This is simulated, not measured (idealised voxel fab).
process module | voxel ribs on slabs
cross-section cut | 260 nm wide | cells 5 nm
A cross-section is a grid of square cells, given in bands from the top down. A band is one or more rows of cells.
Each band's line starts with the height of the band's top and of its bottom, in nm. Then come its materials from left to right, each with its width in nm. One material with "throughout" fills the band from edge to edge. "air" is empty space.
Height 0 is the level under which the wafer as received is all one material. The lowest band goes on downwards, as in "0 down".
A width such as "30 to 40" changes by the same amount from each row of cells to the next, from the band's top row to its bottom row.
"no change" after a step means that no cell of the cross-section changed.
closed voids: empty space of 8 cells or more with no open way to the top, each as width x height at its distance from the left edge, in nm
after a step's settings: what the simulator itself notes on the step
overlay nm, on a step with a mask: how far to the right of its planned place the mask lay; to the left if negative
plan
1 op RECEIVE | material Si
2 op DIRECTIONAL_DEP | material SiO2 | thk nm 20
3 op DIRECTIONAL_DEP | material SiN | thk nm 15
4 op DIRECTIONAL_DEP | material aC | thk nm 10
5 op PATTERN | tone cover | mask id RIB | material resist | width nm 20 | thk nm 25 | overlay nm 0
6 op DIRECTIONAL_ETCH | etch materials aC | depth nm 10
7 op STRIP | etch materials resist
8 op DIRECTIONAL_ETCH | etch materials SiN | depth nm 10
9 op STRIP | etch materials aC
10 op MASKED_ETCH | tone cover | mask id SLAB | width nm 70 | etch materials SiN | depth nm 5 | overlay nm 0
11 op FILL_DEP | material SiO2 | thk nm 20
12 op CMP | height nm 45
13 op DIRECTIONAL_DEP | material TiN | thk nm 10
14 op PATTERN | tone cover | mask id HEATER | material resist | width nm 30 | thk nm 15 | overlay nm 0
15 op DIRECTIONAL_ETCH | etch materials TiN | depth nm 10
16 op STRIP | etch materials resist
17 op CONFORMAL_DEP | material SiO2 | thk nm 10
as received, after step 1
  0 down: Si throughout
  closed voids: none
a wafer at the end: this start, this plan, one mistake
  65 to 55: air 110 | SiO2 45 | air 105
  55 to 45: SiO2 120 | TiN 25 | SiO2 115
  45 to 35: SiO2 throughout
  35 to 25: SiO2 120 | SiN 20 | SiO2 120
  25 to 20: SiO2 95 | SiN 70 | SiO2 95
  20 to 0: SiO2 throughout
  0 down: Si throughout
  closed voids: none
what went wrong: step 14 ran as: op PATTERN | tone cover | mask id HEATER | material resist | width nm 25 | thk nm 15 | overlay nm 0
